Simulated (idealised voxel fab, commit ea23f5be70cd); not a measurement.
voxel self aligned contacts: a process module
Section shown: cut. Width: 275 nm. Cell size: 5 nm, square.
Cross-sections here: square-cell grids, written as top-down lists of bands, a band being one or more rows of cells. It is stipulated that each band's entry specify, in nanometres, the height of the top of the band and then that of its bottom, followed by the materials of the band in left-to-right sequence, each together with its width in nanometres. A single material marked by the word "everywhere" is understood to fill the band from edge to edge; the word "blank" is understood to denote empty space. Heights are expressed relative to 0, this being the level below which the as-received wafer comprises one material exclusively. The lowest band is unbounded in the downward direction and is denoted as in "0 -> down". Quick explanation for "30->40": the width changes in equal steps down the rows of cells, from the first number in the band's top row to the second number in its bottom row. Take "nothing was modified" at face value: in the step it is given for, the cross-section changed in none of its cells. The entry titled "Trapped voids" provides the empty spaces that have no open way to the top, restricted to those of 8 cells or more. Each is presented as width x height at distance, the distance being measured from the left edge, with all three in nm. after a step's settings: what the simulator itself notes on the step. You can add "overlay nm" to a step's line. For a step with a mask, it describes how far the mask lay to the right of its planned position, and a negative number describes a lay to the left.
### plan
1,RECEIVE,material Si
2,OXIDIZE,depth nm 5
3,DIRECTIONAL_DEP,material polySi,thk nm 30
4,DIRECTIONAL_DEP,material SiN,thk nm 20
5,PATTERN,tone cover,mask id GATE,material resist,width nm 35,pitch nm 70,thk nm 20,overlay nm 0
6,DIRECTIONAL_ETCH,etch materials SiN,depth nm 20
7,DIRECTIONAL_ETCH,etch materials polySi,depth nm 30
8,STRIP,etch materials resist
9,CONFORMAL_DEP,material SiN,thk nm 5
10,DIRECTIONAL_ETCH,etch materials SiN,depth nm 5
11,FILL_DEP,material SiO2,thk nm 15
12,CMP,height nm 60
13,PATTERN,tone open,mask id CONTACT,material resist,width nm 55,pitch nm 70,thk nm 20,overlay nm 0
14,DIRECTIONAL_ETCH,etch materials SiO2,depth nm 65
15,STRIP,etch materials resist
16,CONFORMAL_DEP,material TiN,thk nm 5
17,FILL_DEP,material W,thk nm 5
18,CMP,height nm 60
19,CONFORMAL_DEP,material SiN,thk nm 5
### Here's what the wafer looked like in cross-section when it arrived - that's after step 1
* 0 -> down = Si everywhere
* Trapped voids: none
### Cross-section: first of two wafers, module finished, run according to plan
* 65 -> 60 = SiN everywhere
* 60 -> 50 = 75 SiO2 / 5->20 TiN / 45->15 W / 5->20 TiN / 15 SiO2 / 5->20 TiN / 45->15 W / 5->20 TiN / 75 SiO2
* 50 -> 30 = 45 SiO2 / 45 SiN / 5 TiN / 15 W / 5 TiN / 45 SiN / 5 TiN / 15 W / 5 TiN / 45 SiN / 45 SiO2
* 30 -> 0 = 45 SiO2 / 5 SiN / 35 polySi / 5 SiN / 5 TiN / 15 W / 5 TiN / 5 SiN / 35 polySi / 5 SiN / 5 TiN / 15 W / 5 TiN / 5 SiN / 35 polySi / 5 SiN / 45 SiO2
* 0 -> -5 = 90 SiO2 / 25 TiN / 45 SiO2 / 25 TiN / 90 SiO2
* -5 -> down = Si everywhere
* Trapped voids: none
### This is the second of the two wafers, cross-sectioned at the end of the module; it started exactly like the first and was given the same plan, but it was run with one mistake
* 65 -> 60 = SiN everywhere
* 60 -> 50 = 75 SiO2 / 5->20 TiN / 45->15 W / 5->20 TiN / 15 SiO2 / 5->20 TiN / 45->15 W / 5->20 TiN / 75 SiO2
* 50 -> 30 = 45 SiO2 / 45 SiN / 5 TiN / 15 W / 5 TiN / 45 SiN / 5 TiN / 15 W / 5 TiN / 45 SiN / 45 SiO2
* 30 -> 10 = 45 SiO2 / 5 SiN / 35 polySi / 5 SiN / 5 TiN / 15 W / 5 TiN / 5 SiN / 35 polySi / 5 SiN / 5 TiN / 15 W / 5 TiN / 5 SiN / 35 polySi / 5 SiN / 45 SiO2
* 10 -> 5 = 45 SiO2 / 5 SiN / 35 polySi / 5 SiN / 25 TiN / 5 SiN / 35 polySi / 5 SiN / 25 TiN / 5 SiN / 35 polySi / 5 SiN / 45 SiO2
* 5 -> 0 = polySi everywhere
* 0 -> -5 = SiO2 everywhere
* -5 -> down = Si everywhere
* Trapped voids: none
So what did we get wrong on this run? step 7 went in with a setting other than planned; the actual run was DIRECTIONAL_ETCH,etch materials polySi,depth nm 25
FYI, end of process, the second wafer has more or fewer cells of some materials than the first: 6 fewer of SiN, 8 fewer of SiO2, 8 fewer of TiN, 12 fewer of W, 34 more of polySi
